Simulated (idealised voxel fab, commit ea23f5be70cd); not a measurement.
Title: Process Module voxel ribs on slabs
Pictured: cross-section cut, 155 nm wide, on a grid of 5 nm square cells.
Throughout this document, each cross-section is represented as a grid of square cells and is presented as a sequence of bands enumerated from the top downward, where a band comprises one or more rows of cells.
Band: top and bottom heights (nm) first, top before bottom; then materials from left to right, widths in nm. "everywhere" marks a sole material filling the band edge to edge. "blank" denotes empty space.
It should be noted that heights are counted from 0, beneath which the wafer as supplied is of one material throughout, and that the lowest band possesses no lower boundary but continues downward, as written in "0 and below".
A width given as "30 to 40" starts at the first number in the band's top row and ends at the second number in its bottom row, shifting by an equal amount at every step from row to row.
The designation "stayed the same", where it is given for a processing step, indicates that no cell of the cross-section was altered in the course of that step.
Basically, "Closed void table" tells you about the enclosed voids: empty spaces with no open way to the top, 8 cells or bigger, each written width x height at distance, where distance is from the left edge, all in nm.
after a step's settings: what the simulator itself notes on the step
"overlay nm" denotes, for a step that has a mask, the displacement of the mask to the right of its planned place, with negative values corresponding to the left.

This section lists the process steps that were planned
| 1 | RECEIVE [material Si] |
| 2 | DIRECTIONAL_DEP [material SiO2] [thk nm 25] |
| 3 | DIRECTIONAL_DEP [material SiN] [thk nm 20] |
| 4 | PATTERN [tone cover] [mask id RIB] [material resist] [width nm 15] [thk nm 15] [overlay nm 0] |
| 5 | DIRECTIONAL_ETCH [etch materials SiN] [depth nm 5] |
| 6 | STRIP [etch materials resist] |
| 7 | PATTERN [tone cover] [mask id SLAB] [material resist] [width nm 65] [thk nm 15] [overlay nm 0] |
| 8 | DIRECTIONAL_ETCH [etch materials SiN] [depth nm 15] |
| 9 | STRIP [etch materials resist] |
| 10 | FILL_DEP [material SiO2] [thk nm 25] |
| 11 | CMP [height nm 60] |
| 12 | DIRECTIONAL_DEP [material TiN] [thk nm 10] |
| 13 | MASKED_ETCH [tone cover] [mask id HEATER] [width nm 15] [etch materials TiN] [depth nm 10] [overlay nm 0] |
| 14 | CONFORMAL_DEP [material SiO2] [thk nm 5] |
Quick note for whoever runs this: the wafers start identical, but the width nm at step 13 isn't the same across them. The plan just shows what the first wafer had.

Sectional view: first of several wafers, as received, after step 1
0 and below: Si everywhere
Closed void table: none

For your reference, the table is organized with a row per wafer; each row reflects the wafer at the end of the module, indicating for each material the cells gained (+) or lost (-) since receipt, and thereafter its closed voids
width nm 15 | +42 SiN | +365 SiO2 | +6 TiN | Closed void table: none
width nm 20 | +42 SiN | +365 SiO2 | +8 TiN | Closed void table: none
width nm 25 | +42 SiN | +365 SiO2 | +10 TiN | Closed void table: none
width nm 30 | +42 SiN | +365 SiO2 | +12 TiN | Closed void table: none
width nm 35 | +42 SiN | +365 SiO2 | +14 TiN | Closed void table: none
width nm 40 | +42 SiN | +365 SiO2 | +16 TiN | Closed void table: none
